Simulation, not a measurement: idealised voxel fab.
process module | voxel ribs on slabs
cross-section cut | 155 nm wide | cells 5 nm
A cross-section is a grid of square cells, given in bands from the top down. A band is one or more rows of cells.
Each band's line starts with the height of the band's top and of its bottom, in nm. Then come its materials from left to right, each with its width in nm. One material with "throughout" fills the band from edge to edge. "air" is empty space.
Height 0 is the level under which the wafer as received is all one material. The lowest band goes on downwards, as in "0 down".
A width such as "30 to 40" changes by the same amount from each row of cells to the next, from the band's top row to its bottom row.
"no change" after a step means that no cell of the cross-section changed.
closed voids: empty space of 8 cells or more with no open way to the top, each as width x height at its distance from the left edge, in nm
after a step's settings: what the simulator itself notes on the step
overlay nm, on a step with a mask: how far to the right of its planned place the mask lay; to the left if negative
plan
1 op RECEIVE | material Si
2 op DIRECTIONAL_DEP | material SiO2 | thk nm 20
3 op DIRECTIONAL_DEP | material SiN | thk nm 20
4 op DIRECTIONAL_DEP | material aC | thk nm 10
5 op PATTERN | tone cover | mask id RIB | material resist | width nm 15 | thk nm 25 | overlay nm 0
6 op DIRECTIONAL_ETCH | etch materials aC | depth nm 10
7 op STRIP | etch materials resist
8 op DIRECTIONAL_ETCH | etch materials SiN | depth nm 5
9 op STRIP | etch materials aC
10 op MASKED_ETCH | tone cover | mask id SLAB | width nm 65 | etch materials SiN | depth nm 15 | overlay nm 0
11 op FILL_DEP | material SiO2 | thk nm 25
12 op CMP | height nm 60
13 op DIRECTIONAL_DEP | material TiN | thk nm 5
14 op DIRECTIONAL_DEP | material aC | thk nm 15
15 op PATTERN | tone cover | mask id HEATER | material resist | width nm 25 | thk nm 35 | overlay nm 0
16 op DIRECTIONAL_ETCH | etch materials aC | depth nm 15
17 op STRIP | etch materials resist
18 op DIRECTIONAL_ETCH | etch materials TiN | depth nm 5
19 op STRIP | etch materials aC
20 op CONFORMAL_DEP | material SiN | thk nm 5
first wafer, as planned
as received, after step 1
  0 down: Si throughout
  closed voids: none
after step 2
  20 to 0: SiO2 throughout
  below 0: unchanged
after step 3
  40 to 20: SiN throughout
  below 20: unchanged
after step 4
  50 to 40: aC throughout
  below 40: unchanged
after step 5
  75 to 50: air 70 | resist 15 | air 70
  below 50: unchanged
after step 6
  65 to 50: air 70 | resist 15 | air 70
  50 to 40: air 70 | aC 15 | air 70
  below 40: unchanged
after step 7
  50 to 40: air 70 | aC 15 | air 70
  below 40: unchanged
after step 8
  50 to 40: air 70 | aC 15 | air 70
  40 to 35: air 70 | SiN 15 | air 70
  below 35: unchanged
after step 9
  40 to 35: air 70 | SiN 15 | air 70
  below 35: unchanged
after step 10
  40 to 35: air 70 | SiN 15 | air 70
  35 to 20: air 45 | SiN 65 | air 45
  below 20: unchanged
after step 11
  65 to 40: SiO2 throughout
  40 to 35: SiO2 70 | SiN 15 | SiO2 70
  35 to 20: SiO2 45 | SiN 65 | SiO2 45
  below 20: unchanged
after step 12
  60 to 40: SiO2 throughout
  below 40: unchanged
after step 13
  65 to 60: TiN throughout
  below 60: unchanged
after step 14
  80 to 65: aC throughout
  below 65: unchanged
after step 15
  115 to 80: air 65 | resist 25 | air 65
  below 80: unchanged
after step 16
  100 to 80: air 65 | resist 25 | air 65
  80 to 65: air 65 | aC 25 | air 65
  below 65: unchanged
after step 17
  80 to 65: air 65 | aC 25 | air 65
  below 65: unchanged
after step 18
  80 to 65: air 65 | aC 25 | air 65
  65 to 60: air 65 | TiN 25 | air 65
  below 60: unchanged
after step 19
  65 to 60: air 65 | TiN 25 | air 65
  below 60: unchanged
after step 20
  70 to 65: air 60 | SiN 35 | air 60
  65 to 60: SiN 65 | TiN 25 | SiN 65
  below 60: unchanged
second wafer: like start, like plan, one mistake. Through step 12 it matches the first wafer
when step 13 should have ended
  65 to 60: SiN throughout
  below 60: unchanged
when step 14 should have ended
  80 to 65: aC throughout
  below 65: unchanged
when step 15 should have ended
  115 to 80: air 65 | resist 25 | air 65
  below 80: unchanged
when step 16 should have ended
  100 to 80: air 65 | resist 25 | air 65
  80 to 65: air 65 | aC 25 | air 65
  below 65: unchanged
when step 17 should have ended
  80 to 65: air 65 | aC 25 | air 65
  below 65: unchanged
when step 18 should have ended: no change
when step 19 should have ended
  65 to 60: SiN throughout
  below 60: unchanged
when step 20 should have ended
  70 to 60: SiN throughout
  below 60: unchanged
what went wrong: step 13 ran as: op DIRECTIONAL_DEP | material SiN | thk nm 5
at the end the second wafer has, in cells: 29 more of SiN | 5 fewer of TiN
